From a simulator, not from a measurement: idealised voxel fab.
process module | voxel double patterning
Square cell edge 5 nm, section width 175 nm, ID cut.
For the purposes of this document, a cross-section shall be understood as a grid of square cells, specified as bands listed in top-to-bottom order, each band consisting of one or more rows of cells. Per band: top height and bottom height in nm, followed by the left-to-right materials and their widths in nm; "throughout" marks a single material spanning edge to edge, "air" marks empty space. The reference from which all heights are counted is 0, the level beneath which the as-received wafer is entirely one material; the lowest band, having no lower bound, proceeds downward and is written after the example "0 down". Width "30->40": first value at the band's top row of cells, second value at its bottom row, equal change from row to row. When a step is marked "stayed the same", none of the cells in the cross-section changed during that step. Closed-off voids of 8+ cells (no open route to the top) go in "Sealed void inventory", written width x height at distance from the left edge, in nm. If you see something after the settings on a step's line, that's the simulator's own remark about that step. "overlay nm", when on a step's line for a step with a mask, measures how far to the right of its planned place the mask lay; a negative measure means to the left.
## The process steps that were planned are listed below
1,RECEIVE | material Si
2,CONFORMAL_DEP | material SiN | thk nm 10
3,DIRECTIONAL_DEP | material SiO2 | thk nm 20
4,DIRECTIONAL_DEP | material SiCN | thk nm 10
5,MASKED_ETCH | tone open | mask id FIRST | width nm 15 | pitch nm 50 | etch materials SiCN | depth nm 10 | overlay nm 0
6,DIRECTIONAL_DEP | material aC | thk nm 15
7,PATTERN | tone open | mask id SECOND | material resist | width nm 15 | thk nm 35 | overlay nm 0
8,DIRECTIONAL_ETCH | etch materials aC | depth nm 15
9,STRIP | etch materials resist
10,DIRECTIONAL_ETCH | etch materials SiCN | depth nm 10
11,STRIP | etch materials aC
12,DIRECTIONAL_ETCH | etch materials SiO2 | depth nm 20
13,STRIP | etch materials SiCN
## Cross-section of the incoming wafer, state after step 1
	0 down  Si throughout
	Sealed void inventory: none
## Post-module cross-section: identical start and plan to those above, one misstep in execution
	50 to 30  55 SiO2; 15 air; 10 SiO2; 15 air; 10 SiO2; 15 air; 55 SiO2
	30 to 10  SiO2 throughout
	10 to 0  SiN throughout
	0 down  Si throughout
	Sealed void inventory: none
Where did the run depart from the plan? yeah, plan step 3 got run twice
